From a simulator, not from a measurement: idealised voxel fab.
Proc. module: voxel local oxidation
Section cut is 280 nm wide and gridded with 5 nm square cells.
Cross-section layout: square cells on a grid; listed as bands, top to bottom; a band spans one or more cell rows. This entry defines a band. It first specifies the height of the band's top and the height of its bottom in nm, and then specifies the band's materials from left to right, stating each material with its width in nm. The word "edge to edge" identifies a single material that fills the band from edge to edge, while the word "blank" identifies empty space. Heights are expressed relative to 0, this being the level below which the as-received wafer comprises one material exclusively. The lowest band is unbounded in the downward direction and is denoted as in "0..down". Quick explanation for "30->40": the width changes in equal steps down the rows of cells, from the first number in the band's top row to the second number in its bottom row. Take "changes: none" at face value: in the step it is given for, the cross-section changed in none of its cells. Entry "Enclosed void catalog" = empty spaces >= 8 cells with no open way to the top; each as width x height at distance, distance from left edge, all nm. Heads up: the bit after the settings on a step's line is the simulator's remark on that step. Steps that use a mask can have "overlay nm" on their line. It says how far the mask sat to the right of where it was meant to be. Negative means to the left.
[plan]
step 1: RECEIVE [material Si]
step 2: CONFORMAL_DEP [material SiO2] [thk nm 5]
step 3: CONFORMAL_DEP [material SiN] [thk nm 10]
step 4: DIRECTIONAL_DEP [material aC] [thk nm 15]
step 5: PATTERN [tone cover] [mask id ACTIVE] [material resist] [width nm 80] [thk nm 35] [overlay nm 0]
step 6: DIRECTIONAL_ETCH [etch materials aC] [depth nm 15]
step 7: STRIP [etch materials resist]
step 8: DIRECTIONAL_ETCH [etch materials SiN] [depth nm 10]
step 9: STRIP [etch materials aC]
step 10: SELECTIVE_ETCH [etch materials SiO2] [depth nm 5]
step 11: OXIDIZE [depth nm 15]
step 12: STRIP [etch materials SiN]
Among the wafers covered here, the point of difference is the width nm at step 5; their starting state is shared, and the plan presents the value of the first wafer.
[After step 1, as received: first of several wafers, cross-section]
  0..down | Si edge to edge
  Enclosed void catalog: none
[Wafer rows, end of module: cells per material gained (+) or lost (-) since receipt; closed voids last]
width nm 80; -144 Si; +158 SiO2; Enclosed void catalog: none
width nm 85; -141 Si; +156 SiO2; Enclosed void catalog: none
width nm 90; -138 Si; +154 SiO2; Enclosed void catalog: none
width nm 95; -135 Si; +152 SiO2; Enclosed void catalog: none
width nm 100; -132 Si; +150 SiO2; Enclosed void catalog: none
width nm 105; -129 Si; +148 SiO2; Enclosed void catalog: none
